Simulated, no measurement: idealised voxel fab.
Title: Process Module voxel self aligned vias
Cross-section cut spans 270 nm and uses square cells 5 nm in size.
Think of the cross-section as a grid of square cells. We describe it in bands, top to bottom, and each band covers one or more rows of those cells. First you get the band's top height and its bottom height, in nm, and then the materials it's made of, left to right, with each width in nm. If you see a single material with "throughout", that one covers the band edge to edge. "empty" is empty space. Heights are measured from 0, the level below which the as-received wafer is all one material; the lowest band has no bottom and continues downward, written as in "0 -> down". Read "30 to 40" as a graded width: first number on top, second number at the bottom, same change between each pair of neighbouring rows. The designation "remained the same", where it is given for a processing step, indicates that no cell of the cross-section was altered in the course of that step. What "Unvented cavities" gives you is every empty space of 8 cells or more that is cut off from the top. Each appears as width x height at distance, with the distance taken from the left edge and width, height and distance all in nm. Read whatever lies past the settings on a step's line as the simulator's own remark about the step. The optional step-line setting "overlay nm" applies to steps with a mask and quantifies how far to the right of its planned location the mask lay, a negative value indicating leftward placement.

## Set out below are the planned steps of the process
1) RECEIVE, material Si
2) CONFORMAL_DEP, material SiO2, thk nm 15
3) CONFORMAL_DEP, material SiCN, thk nm 5
4) DIRECTIONAL_DEP, material SiO2, thk nm 25
5) DIRECTIONAL_DEP, material aC, thk nm 15
6) PATTERN, tone open, mask id LINES, material resist, width nm 25, pitch nm 65, thk nm 35, overlay nm 0
7) DIRECTIONAL_ETCH, etch materials aC, depth nm 15
8) STRIP, etch materials resist
9) DIRECTIONAL_ETCH, etch materials SiO2, depth nm 25
10) STRIP, etch materials aC
11) CONFORMAL_DEP, material TiN, thk nm 5
12) FILL_DEP, material W, thk nm 10
13) CMP, height nm 45
14) SELECTIVE_ETCH, etch materials W Ru TiN, depth nm 10
15) FILL_DEP, material SiN, thk nm 10
16) CMP, height nm 45
17) DIRECTIONAL_DEP, material SiO2, thk nm 20
18) DIRECTIONAL_DEP, material aC, thk nm 15
19) PATTERN, tone open, mask id VIAS, material resist, width nm 35, pitch nm 65, thk nm 35, overlay nm 0
20) DIRECTIONAL_ETCH, etch materials aC, depth nm 15
21) STRIP, etch materials resist
22) DIRECTIONAL_ETCH, etch materials SiO2, depth nm 20
23) DIRECTIONAL_ETCH, etch materials SiN, depth nm 10
24) STRIP, etch materials aC
25) CONFORMAL_DEP, material TiN, thk nm 5
26) FILL_DEP, material W, thk nm 10
27) CMP, height nm 65
28) CONFORMAL_DEP, material SiN, thk nm 5

## On the first of the two wafers: run conducted according to plan

## As-received wafer cross-section (after step 1)
  0 -> down: Si throughout
  Unvented cavities: none

## The wafer in cross-section once step 2 is complete
  15 -> 0: SiO2 throughout
  Everything below 0 is unchanged.

## The wafer in cross-section once step 3 is complete
  20 -> 15: SiCN throughout
  Everything below 15 is unchanged.

## The wafer in cross-section once step 4 is complete
  45 -> 20: SiO2 throughout
  Everything below 20 is unchanged.

## The wafer in cross-section once step 5 is complete
  60 -> 45: aC throughout
  Everything below 45 is unchanged.

## The wafer in cross-section once step 6 is complete
  95 -> 60: 90 resist, 25 empty, 40 resist, 25 empty, 90 resist
  Everything below 60 is unchanged.

## The wafer in cross-section once step 7 is complete
  80 -> 60: 90 resist, 25 empty, 40 resist, 25 empty, 90 resist
  60 -> 45: 90 aC, 25 empty, 40 aC, 25 empty, 90 aC
  Everything below 45 is unchanged.

## The wafer in cross-section once step 8 is complete
  60 -> 45: 90 aC, 25 empty, 40 aC, 25 empty, 90 aC
  Everything below 45 is unchanged.

## The wafer in cross-section once step 9 is complete
  60 -> 45: 90 aC, 25 empty, 40 aC, 25 empty, 90 aC
  45 -> 20: 90 SiO2, 25 empty, 40 SiO2, 25 empty, 90 SiO2
  Everything below 20 is unchanged.

## The wafer in cross-section once step 10 is complete
  45 -> 20: 90 SiO2, 25 empty, 40 SiO2, 25 empty, 90 SiO2
  Everything below 20 is unchanged.

## The wafer in cross-section once step 11 is complete
  50 -> 45: 95 TiN, 15 empty, 50 TiN, 15 empty, 95 TiN
  45 -> 25: 90 SiO2, 5 TiN, 15 empty, 5 TiN, 40 SiO2, 5 TiN, 15 empty, 5 TiN, 90 SiO2
  25 -> 20: 90 SiO2, 25 TiN, 40 SiO2, 25 TiN, 90 SiO2
  Everything below 20 is unchanged.

## The wafer in cross-section once step 12 is complete
  60 -> 50: W throughout
  50 -> 45: 95 TiN, 15 W, 50 TiN, 15 W, 95 TiN
  45 -> 25: 90 SiO2, 5 TiN, 15 W, 5 TiN, 40 SiO2, 5 TiN, 15 W, 5 TiN, 90 SiO2
  Everything below 25 is unchanged.

## The wafer in cross-section once step 13 is complete
  45 -> 25: 90 SiO2, 5 TiN, 15 W, 5 TiN, 40 SiO2, 5 TiN, 15 W, 5 TiN, 90 SiO2
  Everything below 25 is unchanged.

## The wafer in cross-section once step 14 is complete
  45 -> 35: 90 SiO2, 25 empty, 40 SiO2, 25 empty, 90 SiO2
  Everything below 35 is unchanged.

## The wafer in cross-section once step 15 is complete
  55 -> 45: SiN throughout
  45 -> 35: 90 SiO2, 25 SiN, 40 SiO2, 25 SiN, 90 SiO2
  Everything below 35 is unchanged.

## The wafer in cross-section once step 16 is complete
  45 -> 35: 90 SiO2, 25 SiN, 40 SiO2, 25 SiN, 90 SiO2
  Everything below 35 is unchanged.

## The wafer in cross-section once step 17 is complete
  65 -> 45: SiO2 throughout
  Everything below 45 is unchanged.

## The wafer in cross-section once step 18 is complete
  80 -> 65: aC throughout
  Everything below 65 is unchanged.

## The wafer in cross-section once step 19 is complete
  115 -> 80: 85 resist, 35 empty, 30 resist, 35 empty, 85 resist
  Everything below 80 is unchanged.

## The wafer in cross-section once step 20 is complete
  100 -> 80: 85 resist, 35 empty, 30 resist, 35 empty, 85 resist
  80 -> 65: 85 aC, 35 empty, 30 aC, 35 empty, 85 aC
  Everything below 65 is unchanged.

## The wafer in cross-section once step 21 is complete
  80 -> 65: 85 aC, 35 empty, 30 aC, 35 empty, 85 aC
  Everything below 65 is unchanged.

## The wafer in cross-section once step 22 is complete
  80 -> 65: 85 aC, 35 empty, 30 aC, 35 empty, 85 aC
  65 -> 45: 85 SiO2, 35 empty, 30 SiO2, 35 empty, 85 SiO2
  Everything below 45 is unchanged.

## The wafer in cross-section once step 23 is complete
  80 -> 65: 85 aC, 35 empty, 30 aC, 35 empty, 85 aC
  65 -> 45: 85 SiO2, 35 empty, 30 SiO2, 35 empty, 85 SiO2
  45 -> 35: 90 SiO2, 25 empty, 40 SiO2, 25 empty, 90 SiO2
  Everything below 35 is unchanged.

## The wafer in cross-section once step 24 is complete
  65 -> 45: 85 SiO2, 35 empty, 30 SiO2, 35 empty, 85 SiO2
  Everything below 45 is unchanged.

## The wafer in cross-section once step 25 is complete
  70 -> 65: 90 TiN, 25 empty, 40 TiN, 25 empty, 90 TiN
  65 -> 50: 85 SiO2, 5 TiN, 25 empty, 5 TiN, 30 SiO2, 5 TiN, 25 empty, 5 TiN, 85 SiO2
  50 -> 40: 85 to 90 SiO2, 10 to 5 TiN, 15 empty, 10 to 5 TiN, 30 to 40 SiO2, 10 to 5 TiN, 15 empty, 10 to 5 TiN, 85 to 90 SiO2
  40 -> 35: 90 SiO2, 25 TiN, 40 SiO2, 25 TiN, 90 SiO2
  Everything below 35 is unchanged.

## The wafer in cross-section once step 26 is complete
  80 -> 70: W throughout
  70 -> 65: 90 TiN, 25 W, 40 TiN, 25 W, 90 TiN
  65 -> 50: 85 SiO2, 5 TiN, 25 W, 5 TiN, 30 SiO2, 5 TiN, 25 W, 5 TiN, 85 SiO2
  50 -> 40: 85 to 90 SiO2, 10 to 5 TiN, 15 W, 10 to 5 TiN, 30 to 40 SiO2, 10 to 5 TiN, 15 W, 10 to 5 TiN, 85 to 90 SiO2
  Everything below 40 is unchanged.

## The wafer in cross-section once step 27 is complete
  65 -> 50: 85 SiO2, 5 TiN, 25 W, 5 TiN, 30 SiO2, 5 TiN, 25 W, 5 TiN, 85 SiO2
  Everything below 50 is unchanged.

## The wafer in cross-section once step 28 is complete
  70 -> 65: SiN throughout
  Everything below 65 is unchanged.

## Wafer two of the pair: same origin, same plan, one error during the run; identical to wafer one up to and including step 27

## Second wafer cross-section, taken as of the time the plan sets for step 28 to be done
  70 -> 65: W throughout
  Everything below 65 is unchanged.
Want to know what went wrong? note that step 28 departed from the planned setting and was carried out as CONFORMAL_DEP, material W, thk nm 5
Cell-count delta at end, second wafer over first, by material: SiN: 54 fewer | W: 54 more
